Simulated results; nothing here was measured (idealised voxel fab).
This section sets out a process module, namely voxel self aligned vias.
For reference, the cross-section in this document is cut, with width 205 nm and square cells of 5 nm.
In what follows, cross-sections appear as grids of square cells, described through bands that run from the top down, where every band is one or more rows of cells.
This entry defines a band. It first specifies the height of the band's top and the height of its bottom in nm, and then specifies the band's materials from left to right, stating each material with its width in nm. The word "edge to edge" identifies a single material that fills the band from edge to edge, while the word "blank" identifies empty space.
Counting heights begins at 0, where everything beneath is, in the wafer as received, one material. The lowest band has no bottom; it goes on downwards, as "from 0 down" shows.
Read "30..40" as a graded width: first number on top, second number at the bottom, same change between each pair of neighbouring rows.
No cell of the cross-section changed in a step that is given as "no change".
"Catalogued sealed voids": empty spaces of 8 cells or more with no open way to the top, each given as width x height at distance, distance from the left edge, all in nm.
Past the settings on a step's line: simulator remark, on that step.
"overlay nm", when on a step's line for a step with a mask, measures how far to the right of its planned place the mask lay; a negative measure means to the left.
Steps planned for the process:
- 1: RECEIVE [material Si]
- 2: CONFORMAL_DEP [material SiO2] [thk nm 10]
- 3: CONFORMAL_DEP [material SiCN] [thk nm 5]
- 4: DIRECTIONAL_DEP [material lowk] [thk nm 30]
- 5: MASKED_ETCH [tone open] [mask id LINES] [width nm 15] [pitch nm 65] [etch materials lowk] [depth nm 30] [overlay nm 0]
- 6: CONFORMAL_DEP [material TiN] [thk nm 5]
- 7: FILL_DEP [material W] [thk nm 5]
- 8: CMP [height nm 45]
- 9: SELECTIVE_ETCH [etch materials W Ru TiN] [depth nm 5]
- 10: FILL_DEP [material SiN] [thk nm 5]
- 11: CMP [height nm 45]
- 12: DIRECTIONAL_DEP [material lowk] [thk nm 15]
- 13: PATTERN [tone open] [mask id VIAS] [material resist] [width nm 40] [pitch nm 65] [thk nm 20] [overlay nm 0]
- 14: DIRECTIONAL_ETCH [etch materials lowk] [depth nm 15]
- 15: DIRECTIONAL_ETCH [etch materials SiN] [depth nm 5]
- 16: STRIP [etch materials resist]
- 17: CONFORMAL_DEP [material TiN] [thk nm 5]
- 18: FILL_DEP [material Cu] [thk nm 10]
- 19: CMP [height nm 60]
- 20: CONFORMAL_DEP [material SiCN] [thk nm 5]
Among the wafers covered here, the point of difference is the width nm at step 5; their starting state is shared, and the plan presents the value of the first wafer.
First of several wafers (as received, post step 1), cross-sectional view:
* from 0 down: Si edge to edge
* Catalogued sealed voids: none
Cross-sectional representation of the first of several wafers at the end of the module, i.e. after its terminal step, step 20:
* from 65 to 60: SiCN edge to edge
* from 60 to 50: lowk 15 | TiN 5 | Cu 30 | TiN 5 | lowk 25 | TiN 5 | Cu 30 | TiN 5 | lowk 25 | TiN 5 | Cu 30 | TiN 5 | lowk 20
* from 50 to 45: lowk 15 | TiN 20 | Cu 5 | TiN 15 | lowk 25 | TiN 20 | Cu 5 | TiN 15 | lowk 25 | TiN 20 | Cu 5 | TiN 15 | lowk 20
* from 45 to 40: lowk 30 | TiN 15 | lowk 50 | TiN 15 | lowk 50 | TiN 15 | lowk 30
* from 40 to 20: lowk 30 | TiN 5 | W 5 | TiN 5 | lowk 50 | TiN 5 | W 5 | TiN 5 | lowk 50 | TiN 5 | W 5 | TiN 5 | lowk 30
* from 20 to 15: lowk 30 | TiN 15 | lowk 50 | TiN 15 | lowk 50 | TiN 15 | lowk 30
* from 15 to 10: SiCN edge to edge
* from 10 to 0: SiO2 edge to edge
* from 0 down: Si edge to edge
* Catalogued sealed voids: none
At the end of the module, the last of several wafers in cross-section:
* from 65 to 60: SiCN edge to edge
* from 60 to 50: lowk 15 | TiN 5 | Cu 30 | TiN 5 | lowk 25 | TiN 5 | Cu 30 | TiN 5 | lowk 25 | TiN 5 | Cu 30 | TiN 5 | lowk 20
* from 50 to 45: lowk 15 | TiN 10 | Cu 25 | TiN 5 | lowk 25 | TiN 10 | Cu 25 | TiN 5 | lowk 25 | TiN 10 | Cu 25 | TiN 5 | lowk 20
* from 45 to 40: lowk 20 | TiN 35 | lowk 30 | TiN 35 | lowk 30 | TiN 35 | lowk 20
* from 40 to 20: lowk 20 | TiN 5 | W 25 | TiN 5 | lowk 30 | TiN 5 | W 25 | TiN 5 | lowk 30 | TiN 5 | W 25 | TiN 5 | lowk 20
* from 20 to 15: lowk 20 | TiN 35 | lowk 30 | TiN 35 | lowk 30 | TiN 35 | lowk 20
* from 15 to 10: SiCN edge to edge
* from 10 to 0: SiO2 edge to edge
* from 0 down: Si edge to edge
* Catalogued sealed voids: none
The following table contains a row per wafer, in which are reported, at the conclusion of the module, the cells of each material gained (+) or lost (-) since the wafer's receipt, with its closed voids given thereafter:
width nm 15, +39 Cu, +82 SiCN, +82 SiO2, +75 TiN, +12 W, +243 lowk, Catalogued sealed voids: none
width nm 20, +42 Cu, +82 SiCN, +82 SiO2, +78 TiN, +24 W, +225 lowk, Catalogued sealed voids: none
width nm 25, +45 Cu, +82 SiCN, +82 SiO2, +81 TiN, +36 W, +207 lowk, Catalogued sealed voids: none
width nm 30, +48 Cu, +82 SiCN, +82 SiO2, +84 TiN, +48 W, +189 lowk, Catalogued sealed voids: none
width nm 35, +51 Cu, +82 SiCN, +82 SiO2, +87 TiN, +60 W, +171 lowk, Catalogued sealed voids: none
